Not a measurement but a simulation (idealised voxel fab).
Process module name: voxel tone inversion
This is section cut - it's 210 nm across, gridded in 5 nm square cells.
Cross-section = grid of square cells, listed top down in bands; band = one or more rows. Band entry format. Leading values: height of top, height of bottom, nm. Remainder: materials in left-to-right order, each with its width in nm. Special words: "all across" on a single material, which then fills the band edge to edge; "air", empty space. All heights in this document are referenced to 0, defined as the level beneath which the wafer, as received, consists entirely of one material. The lowest band is not bounded below; it extends indefinitely downward and is written in the form "0 -> down". Think of "30 to 40" as a width that walks from the first number to the second as you go down the band, top row to bottom row, taking equal-sized steps from row to row. No cell of the cross-section changed in a step that is given as "stayed the same". In "Closed internal cavities" the enclosed voids are listed, meaning empty spaces of 8 cells or larger without any opening to the top. The form is width x height at distance, distance from the left edge, units nm. Post-settings text on a step line: simulator's own remark regarding the step. The line of a step may include "overlay nm". On a step with a mask, this value is how far to the right of its planned place the mask lay. A negative value means the mask lay to the left.
## Steps planned for the process
step 1: RECEIVE | material Si
step 2: CONFORMAL_DEP | material SiN | thk nm 10
step 3: DIRECTIONAL_DEP | material polySi | thk nm 20
step 4: PATTERN | tone cover | mask id POSTS | material resist | width nm 15 | pitch nm 35 | thk nm 30 | overlay nm 0
step 5: DIRECTIONAL_ETCH | etch materials polySi | depth nm 20
step 6: STRIP | etch materials resist
step 7: FILL_DEP | material SiO2 | thk nm 5
step 8: CMP | height nm 30
step 9: STRIP | etch materials polySi
## Here's what the wafer looked like in cross-section when it arrived - that's after step 1
	0 -> down: Si all across
	Closed internal cavities: none
## Wafer cross-section at end of module: start and plan as shown above, one execution error
	30 -> 25: SiO2 all across
	25 -> 5: SiO2=60  polySi=15  SiO2=20  polySi=15  SiO2=20  polySi=15  SiO2=65
	5 -> 0: SiN all across
	0 -> down: Si all across
	Closed internal cavities: none
Nonconformance to the process plan: in deviation from the planned setting, step 2 was conducted as CONFORMAL_DEP | material SiN | thk nm 5
